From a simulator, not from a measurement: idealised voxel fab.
Process module under the name voxel ribs on slabs
Section shown: cut. Width: 190 nm. Cell size: 5 nm, square.
Cross-section spec: square-cell grid; bands listed top down; each band is one or more rows.
Per band: top height and bottom height in nm, followed by the left-to-right materials and their widths in nm; "throughout" marks a single material spanning edge to edge, "blank" marks empty space.
Ref level 0: as-received wafer is one material below here. Bottom band extends down with no lower bound ("top 0, no bottom").
You'd read "30..40" like this: the band's top row of cells is as wide as the first number, its bottom row is as wide as the second, and going down, every row changes width by the same amount as the row before did.
What does "stayed the same" mean for a step? It means no cell of the cross-section changed in that step.
Any empty space of 8 cells or more lacking an open way to the top shows up in "Closed cavity list" as width x height at distance, distance from the left edge, in nm.
Formally, on a step line, whatever follows the settings is a remark that the simulator itself makes on the step.
You can add "overlay nm" to a step's line. For a step with a mask, it describes how far the mask lay to the right of its planned position, and a negative number describes a lay to the left.

Below is the list of planned process steps
1: op RECEIVE | material Si
2: op DIRECTIONAL_DEP | material SiO2 | thk nm 20
3: op DIRECTIONAL_DEP | material SiN | thk nm 15
4: op DIRECTIONAL_DEP | material aC | thk nm 10
5: op PATTERN | tone cover | mask id RIB | material resist | width nm 20 | thk nm 25 | overlay nm 0
6: op DIRECTIONAL_ETCH | etch materials aC | depth nm 10
7: op STRIP | etch materials resist
8: op DIRECTIONAL_ETCH | etch materials SiN | depth nm 10
9: op STRIP | etch materials aC
10: op MASKED_ETCH | tone cover | mask id SLAB | width nm 50 | etch materials SiN | depth nm 5 | overlay nm 0
11: op FILL_DEP | material SiO2 | thk nm 20
12: op CMP | height nm 35
13: op DIRECTIONAL_DEP | material TiN | thk nm 5
14: op MASKED_ETCH | tone cover | mask id HEATER | width nm 30 | etch materials TiN | depth nm 5 | overlay nm 0
15: op CONFORMAL_DEP | material SiO2 | thk nm 5
The plan's step 12 height nm is the first wafer's value; the wafers differ in this setting and start identical.

Sectional view: first of several wafers, as received, after step 1
- top 0, no bottom | Si throughout
- Closed cavity list: none

The first of several wafers, seen in cross-section after the module's last step, step 15
- top 45, bottom 40 | blank (75); SiO2 (40); blank (75)
- top 40, bottom 35 | SiO2 (80); TiN (30); SiO2 (80)
- top 35, bottom 25 | SiO2 (85); SiN (20); SiO2 (85)
- top 25, bottom 20 | SiO2 (70); SiN (50); SiO2 (70)
- top 20, bottom 0 | SiO2 throughout
- top 0, no bottom | Si throughout
- Closed cavity list: none

X-section, last wafer, module end
- top 65, bottom 60 | blank (75); SiO2 (40); blank (75)
- top 60, bottom 55 | SiO2 (80); TiN (30); SiO2 (80)
- top 55, bottom 35 | SiO2 throughout
- top 35, bottom 25 | SiO2 (85); SiN (20); SiO2 (85)
- top 25, bottom 20 | SiO2 (70); SiN (50); SiO2 (70)
- top 20, bottom 0 | SiO2 throughout
- top 0, no bottom | Si throughout
- Closed cavity list: none

What follows is a table in which each wafer occupies a row; for the wafer as it stands at the close of the module, the row states, material by material, how many cells have been gained (+) or lost (-) since receipt, and then gives its closed voids
height nm 35 | +18 SiN | +288 SiO2 | +6 TiN | Closed cavity list: none
height nm 40 | +18 SiN | +326 SiO2 | +6 TiN | Closed cavity list: none
height nm 45 | +18 SiN | +364 SiO2 | +6 TiN | Closed cavity list: none
height nm 50 | +18 SiN | +402 SiO2 | +6 TiN | Closed cavity list: none
height nm 55 | +18 SiN | +440 SiO2 | +6 TiN | Closed cavity list: none
